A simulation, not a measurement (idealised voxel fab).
The process module that follows is named voxel capacitor over wiring.
The figure presents cross-section cut, which has a width of 230 nm and is divided into square cells with an edge length of 5 nm.
Cross-section format: a grid of square cells, given as bands from top to bottom; each band is one or more rows of cells.
The entry gives the band's vertical extent as a top height and a bottom height in nm, then its horizontal make-up as materials from left to right, each with a width in nm. "air" stands for empty space; a single material marked "everywhere" fills the band edge to edge.
Where do heights start? At 0: under that level the wafer as delivered is made of one material only. And the lowest band has no floor; it just carries on downward, as in "top 0, no bottom".
Read "30 to 40" as a graded width: first number on top, second number at the bottom, same change between each pair of neighbouring rows.
Reading "same as before" for a step: not a cell of the cross-section changed in it.
Heads up: "Closed void roster" only lists the empty pockets with no open path to the top that are 8 cells or more, and it writes them as width x height at distance, distance from the left edge, in nm.
On each step's line, the part that comes after the settings is the simulator's own comment on the step.
What "overlay nm" on a step's line means: if the step has a mask, that mask lay this far to the right of its planned place, or, when the value is negative, to the left.
Planned process steps:
1: RECEIVE,material Si
2: CONFORMAL_DEP,material SiO2,thk nm 10
3: CONFORMAL_DEP,material SiN,thk nm 5
4: DIRECTIONAL_DEP,material SiO2,thk nm 25
5: DIRECTIONAL_DEP,material aC,thk nm 10
6: PATTERN,tone open,mask id METAL_1,material resist,width nm 20,pitch nm 90,thk nm 30,overlay nm 0
7: DIRECTIONAL_ETCH,etch materials aC,depth nm 10
8: STRIP,etch materials resist
9: DIRECTIONAL_ETCH,etch materials SiO2,depth nm 25
10: DIRECTIONAL_ETCH,etch materials SiN,depth nm 5
11: STRIP,etch materials aC
12: CONFORMAL_DEP,material TiN,thk nm 5
13: FILL_DEP,material Cu,thk nm 5
14: CMP,height nm 40
15: CONFORMAL_DEP,material SiCN,thk nm 5
16: DIRECTIONAL_DEP,material lowk,thk nm 20
17: DIRECTIONAL_DEP,material aC,thk nm 10
18: PATTERN,tone open,mask id PLUG_1,material resist,width nm 15,thk nm 25,overlay nm 0
19: DIRECTIONAL_ETCH,etch materials aC,depth nm 10
20: STRIP,etch materials resist
21: DIRECTIONAL_ETCH,etch materials lowk,depth nm 20
22: DIRECTIONAL_ETCH,etch materials SiCN,depth nm 5
23: STRIP,etch materials aC
24: CONFORMAL_DEP,material TiN,thk nm 5
25: FILL_DEP,material W,thk nm 10
26: CMP,height nm 65
27: DIRECTIONAL_DEP,material TiN,thk nm 10
28: DIRECTIONAL_DEP,material HfO2,thk nm 5
29: DIRECTIONAL_DEP,material TiN,thk nm 5
30: DIRECTIONAL_DEP,material aC,thk nm 15
31: PATTERN,tone cover,mask id UPPER_PLATE,material resist,width nm 75,thk nm 35,overlay nm 0
32: DIRECTIONAL_ETCH,etch materials aC,depth nm 15
33: STRIP,etch materials resist
34: DIRECTIONAL_ETCH,etch materials TiN,depth nm 5
35: DIRECTIONAL_ETCH,etch materials HfO2,depth nm 5
36: STRIP,etch materials aC
37: PATTERN,tone cover,mask id LOWER_PLATE,material resist,width nm 85,thk nm 20,overlay nm 0
38: DIRECTIONAL_ETCH,etch materials TiN,depth nm 10
39: STRIP,etch materials resist
40: FILL_DEP,material SiO2,thk nm 15
41: CMP,height nm 95
42: MASKED_ETCH,tone open,mask id PLUG_2,width nm 15,etch materials SiO2,depth nm 10,overlay nm 0
43: CONFORMAL_DEP,material TiN,thk nm 5
44: FILL_DEP,material W,thk nm 10
45: CMP,height nm 95
46: CONFORMAL_DEP,material SiN,thk nm 5
First wafer out of two, processed as planned:
Delivered wafer in cross-section: state after step 1:
  top 0, no bottom | Si everywhere
  Closed void roster: none
Cross-section: wafer state after step 2:
  top 10, bottom 0 | SiO2 everywhere
  All layers under 0 are left as they were.
Cross-section: wafer state after step 3:
  top 15, bottom 10 | SiN everywhere
  All layers under 10 are left as they were.
Cross-section: wafer state after step 4:
  top 40, bottom 15 | SiO2 everywhere
  All layers under 15 are left as they were.
Cross-section: wafer state after step 5:
  top 50, bottom 40 | aC everywhere
  All layers under 40 are left as they were.
Cross-section: wafer state after step 6:
  top 80, bottom 50 | 60 nm resist, 20 nm air, 70 nm resist, 20 nm air, 60 nm resist
  All layers under 50 are left as they were.
Cross-section: wafer state after step 7:
  top 70, bottom 50 | 60 nm resist, 20 nm air, 70 nm resist, 20 nm air, 60 nm resist
  top 50, bottom 40 | 60 nm aC, 20 nm air, 70 nm aC, 20 nm air, 60 nm aC
  All layers under 40 are left as they were.
Cross-section: wafer state after step 8:
  top 50, bottom 40 | 60 nm aC, 20 nm air, 70 nm aC, 20 nm air, 60 nm aC
  All layers under 40 are left as they were.
Cross-section: wafer state after step 9:
  top 50, bottom 40 | 60 nm aC, 20 nm air, 70 nm aC, 20 nm air, 60 nm aC
  top 40, bottom 15 | 60 nm SiO2, 20 nm air, 70 nm SiO2, 20 nm air, 60 nm SiO2
  All layers under 15 are left as they were.
Cross-section: wafer state after step 10:
  top 50, bottom 40 | 60 nm aC, 20 nm air, 70 nm aC, 20 nm air, 60 nm aC
  top 40, bottom 15 | 60 nm SiO2, 20 nm air, 70 nm SiO2, 20 nm air, 60 nm SiO2
  top 15, bottom 10 | 60 nm SiN, 20 nm air, 70 nm SiN, 20 nm air, 60 nm SiN
  All layers under 10 are left as they were.
Cross-section: wafer state after step 11:
  top 40, bottom 15 | 60 nm SiO2, 20 nm air, 70 nm SiO2, 20 nm air, 60 nm SiO2
  All layers under 15 are left as they were.
Cross-section: wafer state after step 12:
  top 45, bottom 40 | 65 nm TiN, 10 nm air, 80 nm TiN, 10 nm air, 65 nm TiN
  top 40, bottom 15 | 60 nm SiO2, 5 nm TiN, 10 nm air, 5 nm TiN, 70 nm SiO2, 5 nm TiN, 10 nm air, 5 nm TiN, 60 nm SiO2
  top 15, bottom 10 | 60 nm SiN, 20 nm TiN, 70 nm SiN, 20 nm TiN, 60 nm SiN
  All layers under 10 are left as they were.
Cross-section: wafer state after step 13:
  top 50, bottom 45 | Cu everywhere
  top 45, bottom 40 | 65 nm TiN, 10 nm Cu, 80 nm TiN, 10 nm Cu, 65 nm TiN
  top 40, bottom 15 | 60 nm SiO2, 5 nm TiN, 10 nm Cu, 5 nm TiN, 70 nm SiO2, 5 nm TiN, 10 nm Cu, 5 nm TiN, 60 nm SiO2
  All layers under 15 are left as they were.
Cross-section: wafer state after step 14:
  top 40, bottom 15 | 60 nm SiO2, 5 nm TiN, 10 nm Cu, 5 nm TiN, 70 nm SiO2, 5 nm TiN, 10 nm Cu, 5 nm TiN, 60 nm SiO2
  All layers under 15 are left as they were.
Cross-section: wafer state after step 15:
  top 45, bottom 40 | SiCN everywhere
  All layers under 40 are left as they were.
Cross-section: wafer state after step 16:
  top 65, bottom 45 | lowk everywhere
  All layers under 45 are left as they were.
Cross-section: wafer state after step 17:
  top 75, bottom 65 | aC everywhere
  All layers under 65 are left as they were.
Cross-section: wafer state after step 18:
  top 100, bottom 75 | 65 nm resist, 15 nm air, 150 nm resist
  All layers under 75 are left as they were.
Cross-section: wafer state after step 19:
  top 90, bottom 75 | 65 nm resist, 15 nm air, 150 nm resist
  top 75, bottom 65 | 65 nm aC, 15 nm air, 150 nm aC
  All layers under 65 are left as they were.
Cross-section: wafer state after step 20:
  top 75, bottom 65 | 65 nm aC, 15 nm air, 150 nm aC
  All layers under 65 are left as they were.
Cross-section: wafer state after step 21:
  top 75, bottom 65 | 65 nm aC, 15 nm air, 150 nm aC
  top 65, bottom 45 | 65 nm lowk, 15 nm air, 150 nm lowk
  All layers under 45 are left as they were.
Cross-section: wafer state after step 22:
  top 75, bottom 65 | 65 nm aC, 15 nm air, 150 nm aC
  top 65, bottom 45 | 65 nm lowk, 15 nm air, 150 nm lowk
  top 45, bottom 40 | 65 nm SiCN, 15 nm air, 150 nm SiCN
  All layers under 40 are left as they were.
Cross-section: wafer state after step 23:
  top 65, bottom 45 | 65 nm lowk, 15 nm air, 150 nm lowk
  All layers under 45 are left as they were.
Cross-section: wafer state after step 24:
  top 70, bottom 65 | 70 nm TiN, 5 nm air, 155 nm TiN
  top 65, bottom 45 | 65 nm lowk, 5 nm TiN, 5 nm air, 5 nm TiN, 150 nm lowk
  top 45, bottom 40 | 65 nm SiCN, 15 nm TiN, 150 nm SiCN
  All layers under 40 are left as they were.
Cross-section: wafer state after step 25:
  top 80, bottom 70 | W everywhere
  top 70, bottom 65 | 70 nm TiN, 5 nm W, 155 nm TiN
  top 65, bottom 45 | 65 nm lowk, 5 nm TiN, 5 nm W, 5 nm TiN, 150 nm lowk
  All layers under 45 are left as they were.
Cross-section: wafer state after step 26:
  top 65, bottom 45 | 65 nm lowk, 5 nm TiN, 5 nm W, 5 nm TiN, 150 nm lowk
  All layers under 45 are left as they were.
Cross-section: wafer state after step 27:
  top 75, bottom 65 | TiN everywhere
  All layers under 65 are left as they were.
Cross-section: wafer state after step 28:
  top 80, bottom 75 | HfO2 everywhere
  All layers under 75 are left as they were.
Cross-section: wafer state after step 29:
  top 85, bottom 80 | TiN everywhere
  All layers under 80 are left as they were.
Cross-section: wafer state after step 30:
  top 100, bottom 85 | aC everywhere
  All layers under 85 are left as they were.
Cross-section: wafer state after step 31:
  top 135, bottom 100 | 65 nm air, 75 nm resist, 90 nm air
  All layers under 100 are left as they were.
Cross-section: wafer state after step 32:
  top 120, bottom 100 | 65 nm air, 75 nm resist, 90 nm air
  top 100, bottom 85 | 65 nm air, 75 nm aC, 90 nm air
  All layers under 85 are left as they were.
Cross-section: wafer state after step 33:
  top 100, bottom 85 | 65 nm air, 75 nm aC, 90 nm air
  All layers under 85 are left as they were.
Cross-section: wafer state after step 34:
  top 100, bottom 85 | 65 nm air, 75 nm aC, 90 nm air
  top 85, bottom 80 | 65 nm air, 75 nm TiN, 90 nm air
  All layers under 80 are left as they were.
Cross-section: wafer state after step 35:
  top 100, bottom 85 | 65 nm air, 75 nm aC, 90 nm air
  top 85, bottom 80 | 65 nm air, 75 nm TiN, 90 nm air
  top 80, bottom 75 | 65 nm air, 75 nm HfO2, 90 nm air
  All layers under 75 are left as they were.
Cross-section: wafer state after step 36:
  top 85, bottom 80 | 65 nm air, 75 nm TiN, 90 nm air
  All layers under 80 are left as they were.
Cross-section: wafer state after step 37:
  top 105, bottom 85 | 60 nm air, 85 nm resist, 85 nm air
  top 85, bottom 80 | 60 nm air, 5 nm resist, 75 nm TiN, 5 nm resist, 85 nm air
  top 80, bottom 75 | 60 nm air, 5 nm resist, 75 nm HfO2, 5 nm resist, 85 nm air
  All layers under 75 are left as they were.
Cross-section: wafer state after step 38:
  top 105, bottom 85 | 60 nm air, 85 nm resist, 85 nm air
  top 85, bottom 80 | 60 nm air, 5 nm resist, 75 nm TiN, 5 nm resist, 85 nm air
  top 80, bottom 75 | 60 nm air, 5 nm resist, 75 nm HfO2, 5 nm resist, 85 nm air
  top 75, bottom 65 | 60 nm air, 85 nm TiN, 85 nm air
  All layers under 65 are left as they were.
Cross-section: wafer state after step 39:
  top 85, bottom 80 | 65 nm air, 75 nm TiN, 90 nm air
  top 80, bottom 75 | 65 nm air, 75 nm HfO2, 90 nm air
  All layers under 75 are left as they were.
Cross-section: wafer state after step 40:
  top 100, bottom 85 | SiO2 everywhere
  top 85, bottom 80 | 65 nm SiO2, 75 nm TiN, 90 nm SiO2
  top 80, bottom 75 | 65 nm SiO2, 75 nm HfO2, 90 nm SiO2
  top 75, bottom 65 | 60 nm SiO2, 85 nm TiN, 85 nm SiO2
  All layers under 65 are left as they were.
Cross-section: wafer state after step 41:
  top 95, bottom 85 | SiO2 everywhere
  All layers under 85 are left as they were.
Cross-section: wafer state after step 42:
  top 95, bottom 85 | 75 nm SiO2, 15 nm air, 140 nm SiO2
  All layers under 85 are left as they were.
Cross-section: wafer state after step 43:
  top 100, bottom 95 | 80 nm TiN, 5 nm air, 145 nm TiN
  top 95, bottom 90 | 75 nm SiO2, 5 nm TiN, 5 nm air, 5 nm TiN, 140 nm SiO2
  top 90, bottom 80 | 75 to 65 nm SiO2, 15 to 75 nm TiN, 140 to 90 nm SiO2
  All layers under 80 are left as they were.
Cross-section: wafer state after step 44:
  top 110, bottom 100 | W everywhere
  top 100, bottom 95 | 80 nm TiN, 5 nm W, 145 nm TiN
  top 95, bottom 90 | 75 nm SiO2, 5 nm TiN, 5 nm W, 5 nm TiN, 140 nm SiO2
  All layers under 90 are left as they were.
Cross-section: wafer state after step 45:
  top 95, bottom 90 | 75 nm SiO2, 5 nm TiN, 5 nm W, 5 nm TiN, 140 nm SiO2
  All layers under 90 are left as they were.
Cross-section: wafer state after step 46:
  top 100, bottom 95 | SiN everywhere
  All layers under 95 are left as they were.
Companion wafer, the second of two: same beginning, same intended sequence, one mistake in carrying it out; through step 41 inclusive it tracks the first exactly:
Second wafer, sectioned view, at step 42's planned end time:
  top 95, bottom 85 | 75 nm air, 15 nm SiO2, 140 nm air
  All layers under 85 are left as they were.
Second wafer, sectioned view, at step 43's planned end time:
  top 100, bottom 95 | 70 nm air, 25 nm TiN, 135 nm air
  top 95, bottom 90 | 70 nm air, 5 nm TiN, 15 nm SiO2, 5 nm TiN, 135 nm air
  top 90, bottom 85 | 75 nm TiN, 15 nm SiO2, 140 nm TiN
  All layers under 85 are left as they were.
Second wafer, sectioned view, at step 44's planned end time:
  top 110, bottom 100 | W everywhere
  top 100, bottom 95 | 70 nm W, 25 nm TiN, 135 nm W
  top 95, bottom 90 | 70 nm W, 5 nm TiN, 15 nm SiO2, 5 nm TiN, 135 nm W
  All layers under 90 are left as they were.
Second wafer, sectioned view, at step 45's planned end time:
  top 95, bottom 90 | 70 nm W, 5 nm TiN, 15 nm SiO2, 5 nm TiN, 135 nm W
  All layers under 90 are left as they were.
Second wafer, sectioned view, at step 46's planned end time:
  top 100, bottom 95 | SiN everywhere
  All layers under 95 are left as they were.
Here's what went sideways: it should be noted that step 42 was executed with settings other than those planned, the operation and settings actually applied being MASKED_ETCH,tone cover,mask id PLUG_2,width nm 15,etch materials SiO2,depth nm 10,overlay nm 0
Final difference in cells, second wafer against first, listed per material as more or fewer: -80 SiO2 | +40 TiN | +40 W
